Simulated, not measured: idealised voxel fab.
You're looking at the process module voxel local oxidation.
Xsec cut, 270 nm wide, square cell size 5 nm.
In this document a cross-section is written as a grid of square cells. It is given as a series of bands, listed from the top down, and a band is one or more rows of cells. Within each band entry, the heights of the top and of the bottom of the band appear first, in that order and in nm; the materials of the band then follow from left to right, each with its corresponding width in nm. The designation "all across" on a single material indicates that it fills the band from edge to edge; the designation "air" indicates empty space. Where do heights start? At 0: under that level the wafer as delivered is made of one material only. And the lowest band has no floor; it just carries on downward, as in "0..down". Width "30->40": first value at the band's top row of cells, second value at its bottom row, equal change from row to row. Step note "no change" = no cross-section cell changed. "Completely enclosed voids" enumerates empty spaces isolated from the top, with no open way to it, that contain at least 8 cells, giving each as width x height at distance from the left edge, all three in nm. Read whatever lies past the settings on a step's line as the simulator's own remark about the step. overlay nm: how far to the right of its planned place the mask lay on this masked step (negative: to the left).
Process steps foreseen in the plan:
1) op RECEIVE | material Si
2) op OXIDIZE | depth nm 5
3) op CONFORMAL_DEP | material SiN | thk nm 10
4) op DIRECTIONAL_DEP | material aC | thk nm 15
5) op PATTERN | tone cover | mask id ACTIVE | material resist | width nm 120 | thk nm 30 | overlay nm 0
6) op DIRECTIONAL_ETCH | etch materials aC | depth nm 15
7) op STRIP | etch materials resist
8) op DIRECTIONAL_ETCH | etch materials SiN | depth nm 10
9) op STRIP | etch materials aC
10) op SELECTIVE_ETCH | etch materials SiO2 | depth nm 5
11) op OXIDIZE | depth nm 10
12) op STRIP | etch materials SiN
As-received wafer cross-section (after step 1):
	0..down = Si all across
	Completely enclosed voids: none
This is how the wafer looks in cross-section once the module is done, given the starting state and plan above and one mistake in carrying the plan out:
	0..-5 = air=85  SiO2=110  air=75
	-5..-15 = SiO2=95  Si=90  SiO2=85
	-15..down = Si all across
	Completely enclosed voids: none
Heads up, the wafer didn't run the way we planned it: step 5 was not run as planned; what actually ran was op PATTERN | tone cover | mask id ACTIVE | material resist | width nm 120 | thk nm 30 | overlay nm 5
